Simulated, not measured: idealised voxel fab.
Title: Process Module voxel transistor to metal
In the cross-section labelled cut, the width is 190 nm and each square cell is 5 nm.
Each cross-section below is a grid of square cells, stated as bands in top-down order, with one or more rows of cells making up each band. Band entry format. Leading values: height of top, height of bottom, nm. Remainder: materials in left-to-right order, each with its width in nm. Special words: "all across" on a single material, which then fills the band edge to edge; "air", empty space. Height datum 0, below which the as-received substrate wafer is one material. Lowest band open at the bottom, running downward: "z 0 and below". Per-row width for "30 to 40": begins at first number (top row of band), ends at second number (bottom row), increment between rows held constant. Where the words "left unchanged" appear for a step, the cross-section shows no cell changed by that step; every cell remained as before. Closed empty spaces (no open way to the top) of 8 cells or more are what "Closed void roster" lists, each as width x height at distance from the left edge, nm for all three. On a step's line, text after the settings is the simulator commenting on that step. Steps that use a mask can have "overlay nm" on their line. It says how far the mask sat to the right of where it was meant to be. Negative means to the left.
-- Here's what the planned process steps look like
| 1 | RECEIVE (material Si) |
| 2 | CONFORMAL_DEP (material SiO2; thk nm 5) |
| 3 | CONFORMAL_DEP (material SiN; thk nm 15) |
| 4 | MASKED_ETCH (tone cover; mask id ACTIVE; width nm 115; etch materials SiN; depth nm 15; overlay nm 0) |
| 5 | MASKED_ETCH (tone cover; mask id ACTIVE; width nm 115; etch materials SiO2; depth nm 5; overlay nm 0) |
| 6 | MASKED_ETCH (tone cover; mask id ACTIVE; width nm 115; etch materials Si; depth nm 30; overlay nm 0) |
| 7 | OXIDIZE (depth nm 5) |
| 8 | FILL_DEP (material SiO2; thk nm 10) |
| 9 | CMP (height nm 20) |
| 10 | SELECTIVE_ETCH (etch materials SiO2; depth nm 15) |
| 11 | STRIP (etch materials SiN) |
| 12 | SELECTIVE_ETCH (etch materials SiO2; depth nm 5) |
| 13 | OXIDIZE (depth nm 5) |
| 14 | DIRECTIONAL_DEP (material polySi; thk nm 25) |
| 15 | DIRECTIONAL_DEP (material SiCN; thk nm 10) |
| 16 | PATTERN (tone cover; mask id GATE; material resist; width nm 25; thk nm 20; overlay nm 0) |
| 17 | DIRECTIONAL_ETCH (etch materials SiCN; depth nm 20) |
| 18 | DIRECTIONAL_ETCH (etch materials polySi; depth nm 35) |
| 19 | STRIP (etch materials resist) |
| 20 | CONFORMAL_DEP (material SiO2; thk nm 5) |
| 21 | DIRECTIONAL_ETCH (etch materials SiO2; depth nm 5) |
| 22 | CONFORMAL_DEP (material SiN; thk nm 5) |
| 23 | DIRECTIONAL_ETCH (etch materials SiN; depth nm 5) |
| 24 | DIRECTIONAL_ETCH (etch materials SiO2; depth nm 5) |
| 25 | EPI (material pSi; thk nm 5) |
| 26 | FILL_DEP (material SiO2; thk nm 10) |
| 27 | CMP (height nm 35) |
| 28 | DIRECTIONAL_DEP (material SiO2; thk nm 10) |
| 29 | MASKED_ETCH (tone open; mask id CONTACT; width nm 15; pitch nm 80; etch materials SiO2; depth nm 45; overlay nm 0) |
| 30 | CONFORMAL_DEP (material TiN; thk nm 5) |
| 31 | FILL_DEP (material Ru; thk nm 5) |
| 32 | CMP (height nm 45) |
| 33 | DIRECTIONAL_DEP (material TiN; thk nm 5) |
| 34 | DIRECTIONAL_DEP (material W; thk nm 25) |
| 35 | MASKED_ETCH (tone cover; mask id METAL_1; width nm 15; pitch nm 80; etch materials W; depth nm 25; overlay nm 0) |
| 36 | MASKED_ETCH (tone cover; mask id METAL_1; width nm 15; pitch nm 80; etch materials TiN; depth nm 5; overlay nm 0) |
| 37 | CONFORMAL_DEP (material SiCN; thk nm 5) |
| 38 | FILL_DEP (material SiO2; thk nm 5) |
| 39 | CMP (height nm 75) |
| 40 | CONFORMAL_DEP (material SiN; thk nm 5) |
-- Delivered wafer in cross-section: state after step 1
- z 0 and below  Si all across
- Closed void roster: none
-- First of two wafers at the end of the module, shown in cross-section; run carried out as planned
- z 80 to 75  SiN all across
- z 75 to 50  SiO2 (40), then SiCN (5), then W (15), then SiCN (5), then SiO2 (55), then SiCN (5), then W (15), then SiCN (5), then SiO2 (45)
- z 50 to 45  SiCN (45), then TiN (15), then SiCN (65), then TiN (15), then SiCN (50)
- z 45 to 35  SiO2 (45), then TiN (5), then Ru (5), then TiN (5), then SiO2 (65), then TiN (5), then Ru (5), then TiN (5), then SiO2 (50)
- z 35 to 25  SiO2 (45), then TiN (5), then Ru (5), then TiN (5), then SiO2 (10), then SiN (5), then SiO2 (5), then SiCN (25), then SiO2 (5), then SiN (5), then SiO2 (10), then TiN (5), then Ru (5), then TiN (5), then SiO2 (50)
- z 25 to 5  SiO2 (45), then TiN (5), then Ru (5), then TiN (5), then SiO2 (10), then SiN (5), then SiO2 (5), then polySi (25), then SiO2 (5), then SiN (5), then SiO2 (10), then TiN (5), then Ru (5), then TiN (5), then SiO2 (50)
- z 5 to 0  SiO2 (45), then TiN (15), then SiO2 (10), then SiN (5), then SiO2 (5), then polySi (25), then SiO2 (5), then SiN (5), then SiO2 (10), then TiN (15), then SiO2 (50)
- z 0 to -5  SiO2 (35), then pSi (35), then SiO2 (45), then pSi (35), then SiO2 (40)
- z -5 to -35  SiO2 (40), then Si (105), then SiO2 (45)
- z -35 and below  Si all across
- Closed void roster: none
-- Cross-section, second wafer: same start as the first, same plan as the first, one mistake in running it; taken at the end of the module
- z 80 to 75  SiN all across
- z 75 to 50  SiO2 (35), then SiCN (5), then W (25), then SiCN (5), then SiO2 (45), then SiCN (5), then W (25), then SiCN (5), then SiO2 (40)
- z 50 to 45  SiCN (40), then TiN (25), then SiCN (55), then TiN (25), then SiCN (45)
- z 45 to 35  SiO2 (45), then TiN (5), then Ru (5), then TiN (5), then SiO2 (65), then TiN (5), then Ru (5), then TiN (5), then SiO2 (50)
- z 35 to 25  SiO2 (45), then TiN (5), then Ru (5), then TiN (5), then SiO2 (10), then SiN (5), then SiO2 (5), then SiCN (25), then SiO2 (5), then SiN (5), then SiO2 (10), then TiN (5), then Ru (5), then TiN (5), then SiO2 (50)
- z 25 to 5  SiO2 (45), then TiN (5), then Ru (5), then TiN (5), then SiO2 (10), then SiN (5), then SiO2 (5), then polySi (25), then SiO2 (5), then SiN (5), then SiO2 (10), then TiN (5), then Ru (5), then TiN (5), then SiO2 (50)
- z 5 to 0  SiO2 (45), then TiN (15), then SiO2 (10), then SiN (5), then SiO2 (5), then polySi (25), then SiO2 (5), then SiN (5), then SiO2 (10), then TiN (15), then SiO2 (50)
- z 0 to -5  SiO2 (35), then pSi (35), then SiO2 (45), then pSi (35), then SiO2 (40)
- z -5 to -35  SiO2 (40), then Si (105), then SiO2 (45)
- z -35 and below  Si all across
- Closed void roster: none
In executing the process, a mistake was made relative to the plan: the process deviated at step 35: the operation and settings actually run there were MASKED_ETCH (tone cover; mask id METAL_1; width nm 25; pitch nm 80; etch materials W; depth nm 25; overlay nm 0)
Once processing is complete, comparing cell counts shows that the second wafer has more or fewer of certain materials than the first: -4 SiCN, -20 SiO2, +4 TiN, +20 W
